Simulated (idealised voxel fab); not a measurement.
You're looking at the process module voxel transistor to metal.
Displayed cross-section: cut, width of 195 nm, square cells sized 5 nm.
The cross-sections in this document take the form of a grid made of square cells. They are written out as bands, in order from top to bottom. Each band consists of one or more rows of cells. Quick guide to a band line: top height, bottom height (nm) up front; then every material left to right with its width in nm. Only one material and it's marked "all across"? Then it fills the band edge to edge. And "empty" just means empty space. Height is counted from the level 0, under which the received wafer is composed throughout of one material. The lowest of the bands is not closed at the bottom but continues downward, in the notation "0 -> down". With a width like "30 to 40", each row of cells in the band differs from the next by the same amount, the top row carrying the first number and the bottom row the second. For the purposes of this document, the phrase "stayed the same" attached to a step denotes that no cell within the cross-section was modified by that step. "Unvented internal voids" enumerates empty spaces isolated from the top, with no open way to it, that contain at least 8 cells, giving each as width x height at distance from the left edge, all three in nm. If you see something after the settings on a step's line, that's the simulator's own remark about that step. The line of a step may include "overlay nm". On a step with a mask, this value is how far to the right of its planned place the mask lay. A negative value means the mask lay to the left.

[Listed below are the process steps as planned]
| 1 | op RECEIVE | material Si |
| 2 | op OXIDIZE | depth nm 5 |
| 3 | op CONFORMAL_DEP | material SiN | thk nm 10 |
| 4 | op DIRECTIONAL_DEP | material aC | thk nm 10 |
| 5 | op PATTERN | tone cover | mask id ACTIVE | material resist | width nm 115 | thk nm 30 | overlay nm 0 |
| 6 | op DIRECTIONAL_ETCH | etch materials aC | depth nm 10 |
| 7 | op STRIP | etch materials resist |
| 8 | op DIRECTIONAL_ETCH | etch materials SiN | depth nm 10 |
| 9 | op DIRECTIONAL_ETCH | etch materials SiO2 | depth nm 5 |
| 10 | op DIRECTIONAL_ETCH | etch materials Si | depth nm 20 |
| 11 | op STRIP | etch materials aC |
| 12 | op OXIDIZE | depth nm 5 |
| 13 | op FILL_DEP | material SiO2 | thk nm 5 |
| 14 | op CMP | height nm 10 |
| 15 | op SELECTIVE_ETCH | etch materials SiO2 | depth nm 10 |
| 16 | op STRIP | etch materials SiN |
| 17 | op SELECTIVE_ETCH | etch materials SiO2 | depth nm 5 |
| 18 | op OXIDIZE | depth nm 5 |
| 19 | op DIRECTIONAL_DEP | material polySi | thk nm 30 |
| 20 | op DIRECTIONAL_DEP | material SiCN | thk nm 15 |
| 21 | op PATTERN | tone cover | mask id GATE | material resist | width nm 25 | thk nm 20 | overlay nm 0 |
| 22 | op DIRECTIONAL_ETCH | etch materials SiCN | depth nm 25 |
| 23 | op DIRECTIONAL_ETCH | etch materials polySi | depth nm 40 |
| 24 | op STRIP | etch materials resist |
| 25 | op CONFORMAL_DEP | material SiO2 | thk nm 5 |
| 26 | op DIRECTIONAL_ETCH | etch materials SiO2 | depth nm 5 |
| 27 | op CONFORMAL_DEP | material SiN | thk nm 5 |
| 28 | op DIRECTIONAL_ETCH | etch materials SiN | depth nm 5 |
| 29 | op DIRECTIONAL_ETCH | etch materials SiO2 | depth nm 5 |
| 30 | op DIRECTIONAL_ETCH | etch materials Si | depth nm 10 |
| 31 | op EPI | material nSi | thk nm 10 |
| 32 | op FILL_DEP | material SiO2 | thk nm 10 |
| 33 | op CMP | height nm 25 |
| 34 | op STRIP | etch materials polySi |
| 35 | op SELECTIVE_ETCH | etch materials SiO2 | depth nm 5 |
| 36 | op CONFORMAL_DEP | material HfO2 | thk nm 5 |
| 37 | op CONFORMAL_DEP | material TiN | thk nm 5 |
| 38 | op FILL_DEP | material W | thk nm 10 |
| 39 | op CMP | height nm 20 |
| 40 | op DIRECTIONAL_DEP | material SiO2 | thk nm 10 |
| 41 | op MASKED_ETCH | tone open | mask id CONTACT | width nm 20 | pitch nm 85 | etch materials SiO2 | depth nm 40 | overlay nm 0 |
| 42 | op CONFORMAL_DEP | material TiN | thk nm 5 |
| 43 | op FILL_DEP | material W | thk nm 5 |
| 44 | op CMP | height nm 30 |
| 45 | op CONFORMAL_DEP | material SiN | thk nm 5 |
| 46 | op DIRECTIONAL_DEP | material SiO2 | thk nm 20 |
| 47 | op MASKED_ETCH | tone open | mask id METAL_1 | width nm 20 | pitch nm 85 | etch materials SiO2 | depth nm 20 | overlay nm 0 |
| 48 | op MASKED_ETCH | tone open | mask id METAL_1 | width nm 20 | pitch nm 85 | etch materials SiN | depth nm 5 | overlay nm 0 |
| 49 | op CONFORMAL_DEP | material TiN | thk nm 5 |
| 50 | op FILL_DEP | material W | thk nm 10 |
| 51 | op CMP | height nm 55 |
| 52 | op EPI | material Ru | thk nm 5 |
| 53 | op FILL_DEP | material SiCN | thk nm 5 |
| 54 | op DIRECTIONAL_DEP | material lowk | thk nm 30 |
| 55 | op DIRECTIONAL_DEP | material aC | thk nm 15 |
| 56 | op PATTERN | tone open | mask id METAL_2_HOLES | material resist | width nm 15 | pitch nm 85 | thk nm 30 | overlay nm 0 |
| 57 | op DIRECTIONAL_ETCH | etch materials aC | depth nm 15 |
| 58 | op STRIP | etch materials resist |
| 59 | op DIRECTIONAL_ETCH | etch materials lowk | depth nm 30 |
| 60 | op STRIP | etch materials aC |
| 61 | op MASKED_ETCH | tone open | mask id METAL_2 | width nm 20 | pitch nm 85 | etch materials lowk | depth nm 20 | overlay nm 0 |
| 62 | op MASKED_ETCH | tone open | mask id METAL_2 | width nm 20 | pitch nm 85 | etch materials SiCN | depth nm 5 | overlay nm 0 |
| 63 | op CONFORMAL_DEP | material TiN | thk nm 5 |
| 64 | op FILL_DEP | material Cu | thk nm 10 |
| 65 | op CMP | height nm 95 |
| 66 | op CONFORMAL_DEP | material SiN | thk nm 5 |

[Cross-sectional view of the wafer in its as-received condition, corresponding to the state after step 1]
0 -> down | Si all across
Unvented internal voids: none

[Same starting wafer, same plan as above, one mistake in the execution; this is the cross-section at the end of the module]
100 -> 95 | SiN all across
95 -> 80 | 45 lowk  5 TiN  10 Cu  5 TiN  65 lowk  5 TiN  10 Cu  5 TiN  45 lowk
80 -> 75 | 45 lowk  5 TiN  5 Cu  10 TiN  65 lowk  5 TiN  5 Cu  10 TiN  45 lowk
75 -> 65 | 45 lowk  5 TiN  5 Cu  5 TiN  70 lowk  5 TiN  5 Cu  5 TiN  50 lowk
65 -> 60 | 45 SiCN  15 TiN  70 SiCN  15 TiN  50 SiCN
60 -> 55 | 40 SiCN  30 Ru  55 SiCN  30 Ru  40 SiCN
55 -> 35 | 45 SiO2  5 TiN  10 W  5 TiN  65 SiO2  5 TiN  10 W  5 TiN  45 SiO2
35 -> 30 | 45 SiN  20 TiN  65 SiN  20 TiN  45 SiN
30 -> 20 | 45 SiO2  5 TiN  10 W  5 TiN  65 SiO2  5 TiN  10 W  5 TiN  45 SiO2
20 -> 5 | 45 SiO2  5 TiN  10 W  5 TiN  10 SiO2  5 SiN  5 HfO2  5 TiN  15 W  5 TiN  5 HfO2  5 SiN  10 SiO2  5 TiN  10 W  5 TiN  45 SiO2
5 -> 0 | 45 SiO2  5 TiN  10 W  5 TiN  10 nSi  5 SiN  5 HfO2  25 TiN  5 HfO2  5 SiN  10 nSi  5 TiN  10 W  5 TiN  45 SiO2
0 -> -5 | 35 SiO2  5 SiN  5 SiO2  20 TiN  10 nSi  5 SiO2  35 HfO2  5 SiO2  10 nSi  20 TiN  5 SiO2  5 SiN  35 SiO2
-5 -> -15 | 45 SiO2  30 nSi  45 Si  30 nSi  45 SiO2
-15 -> -30 | 45 SiO2  105 Si  45 SiO2
-30 -> down | Si all across
Unvented internal voids: none
Deviation from plan: steps 16 and 17 got flipped, so each one ran where the other should have
